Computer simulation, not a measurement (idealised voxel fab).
Process module, titled voxel transistor to metal
It is cross-section cut that appears here, measuring 140 nm in width, its square cells being 5 nm in size.
We lay out every cross-section as a grid of square cells and spell it out in bands from the top down, where one band means one or more rows of cells. The band entry comprises the height of the band's top followed by the height of its bottom, expressed in nm, and subsequently the band's materials from left to right, each stated together with its width in nm. Where a single material is marked with the word "edge to edge", that material fills the band from edge to edge. The word "empty" represents empty space. For the purposes of this specification, 0 denotes the height below which the wafer in its as-received condition is composed wholly of one material, and the lowermost band, lacking a lower limit, extends downward without end, as expressed in "0 -> down". With a width like "30..40", each row of cells in the band differs from the next by the same amount, the top row carrying the first number and the bottom row the second. Key: "no change occurred" - step with no changed cell in the cross-section. Entry "Cavities, closed" = empty spaces >= 8 cells with no open way to the top; each as width x height at distance, distance from left edge, all nm. It should be noted that, on the line of a given step, the content following the step's settings is a remark produced by the simulator itself with respect to that step. When a step includes a mask, the "overlay nm" setting on its line states how far to the right of its planned place that mask lay, and negative values state how far to the left. Quick note on how to read the rest: it's all pairs. You get the cross-section before a process step and the one after, but the after one only goes down as far as the lowest band that changed. The step in between, with its settings, sits under the pair. Heads up, the pairs can come from different runs of this module on the same starting wafer, so don't assume a pair picks up from the one above unless its "Pre-step section" entry says it does.
### Pre-step section
    90 -> 75 = 25 SiO2, 15 empty, 60 SiO2, 15 empty, 25 SiO2
    75 -> 60 = SiO2 edge to edge
    60 -> 55 = SiCN edge to edge
    55 -> 30 = 25 Ru, 15 lowk, 60 Ru, 15 lowk, 25 Ru
    30 -> 25 = TiN edge to edge
    25 -> 15 = 25 SiO2, 5 TiN, 5 Ru, 5 TiN, 60 SiO2, 5 TiN, 5 Ru, 5 TiN, 25 SiO2
    15 -> 10 = 25 SiO2, 15 TiN, 10 SiN, 5 HfO2, 5 TiN, 20 W, 5 TiN, 5 HfO2, 10 SiN, 15 TiN, 25 SiO2
    10 -> 5 = 25 SiO2, 15 nSi, 10 SiN, 5 HfO2, 5 TiN, 20 W, 5 TiN, 5 HfO2, 10 SiN, 15 nSi, 25 SiO2
    5 -> 0 = 20 SiO2, 10 SiN, 10 nSi, 10 SiN, 5 HfO2, 30 TiN, 5 HfO2, 10 SiN, 10 nSi, 10 SiN, 20 SiO2
    0 -> -5 = 30 SiO2, 10 nSi, 10 SiO2, 40 HfO2, 10 SiO2, 10 nSi, 30 SiO2
    -5 -> -20 = 20 SiO2, 10 Si, 10 nSi, 60 Si, 10 nSi, 10 Si, 20 SiO2
    -20 -> -35 = 20 SiO2, 100 Si, 20 SiO2
    -35 -> down = Si edge to edge
    Cavities, closed: none
### Step Result
    110 -> 90 = 25 resist, 15 empty, 60 resist, 15 empty, 25 resist
    Heights below 90 show no change.
    Cavities, closed: none
Between the two cross-sections shown above lies PATTERN [tone open] [mask id METAL_2_HOLES] [material resist] [width nm 15] [pitch nm 75] [thk nm 20] [overlay nm 0]
Pre-step section: refer to the pair immediately above; the cross-section shown after its step is the state before this one.
### Step Result
    110 -> 90 = 25 resist, 15 empty, 60 resist, 15 empty, 25 resist
    90 -> 60 = 25 SiO2, 15 empty, 60 SiO2, 15 empty, 25 SiO2
    Heights below 60 show no change.
    Cavities, closed: none
Between the two cross-sections shown above lies DIRECTIONAL_ETCH [etch materials SiO2] [depth nm 15]
Pre-step section: refer to the pair immediately above; the cross-section shown after its step is the state before this one.
### Step Result
    110 -> 90 = 25 resist, 15 empty, 60 resist, 15 empty, 25 resist
    90 -> 60 = 25 SiO2, 15 empty, 60 SiO2, 15 empty, 25 SiO2
    60 -> 55 = 25 SiCN, 15 empty, 60 SiCN, 15 empty, 25 SiCN
    Heights below 55 show no change.
    Cavities, closed: none
Between the two cross-sections shown above lies DIRECTIONAL_ETCH [etch materials SiCN] [depth nm 5]
Pre-step section: refer to the pair immediately above; the cross-section shown after its step is the state before this one.
### Step Result
    90 -> 60 = 25 SiO2, 15 empty, 60 SiO2, 15 empty, 25 SiO2
    Heights below 60 show no change.
    Cavities, closed: none
Between the two cross-sections shown above lies STRIP [etch materials resist]
Pre-step section: refer to the pair immediately above; the cross-section shown after its step is the state before this one.
### Step Result
    95 -> 90 = 30 TiN, 5 empty, 70 TiN, 5 empty, 30 TiN
    90 -> 60 = 25 SiO2, 5 TiN, 5 empty, 5 TiN, 60 SiO2, 5 TiN, 5 empty, 5 TiN, 25 SiO2
    60 -> 55 = 25 SiCN, 15 TiN, 60 SiCN, 15 TiN, 25 SiCN
    Heights below 55 show no change.
    Cavities, closed: none
Between the two cross-sections shown above lies CONFORMAL_DEP [material TiN] [thk nm 5]
Pre-step section: refer to the pair immediately above; the cross-section shown after its step is the state before this one.
### Step Result
    100 -> 95 = Cu edge to edge
    95 -> 90 = 30 TiN, 5 Cu, 70 TiN, 5 Cu, 30 TiN
    90 -> 60 = 25 SiO2, 5 TiN, 5 Cu, 5 TiN, 60 SiO2, 5 TiN, 5 Cu, 5 TiN, 25 SiO2
    Heights below 60 show no change.
    Cavities, closed: none
Between the two cross-sections shown above lies FILL_DEP [material Cu] [thk nm 5]
Pre-step section: refer to the pair immediately above; the cross-section shown after its step is the state before this one.
### Step Result
    90 -> 60 = 25 SiO2, 5 TiN, 5 Cu, 5 TiN, 60 SiO2, 5 TiN, 5 Cu, 5 TiN, 25 SiO2
    Heights below 60 show no change.
    Cavities, closed: none
Between the two cross-sections shown above lies CMP [height nm 90]
Pre-step section: refer to the pair immediately above; the cross-section shown after its step is the state before this one.
### Step Result
    95 -> 90 = SiN edge to edge
    Heights below 90 show no change.
    Cavities, closed: none
Between the two cross-sections shown above lies CONFORMAL_DEP [material SiN] [thk nm 5]
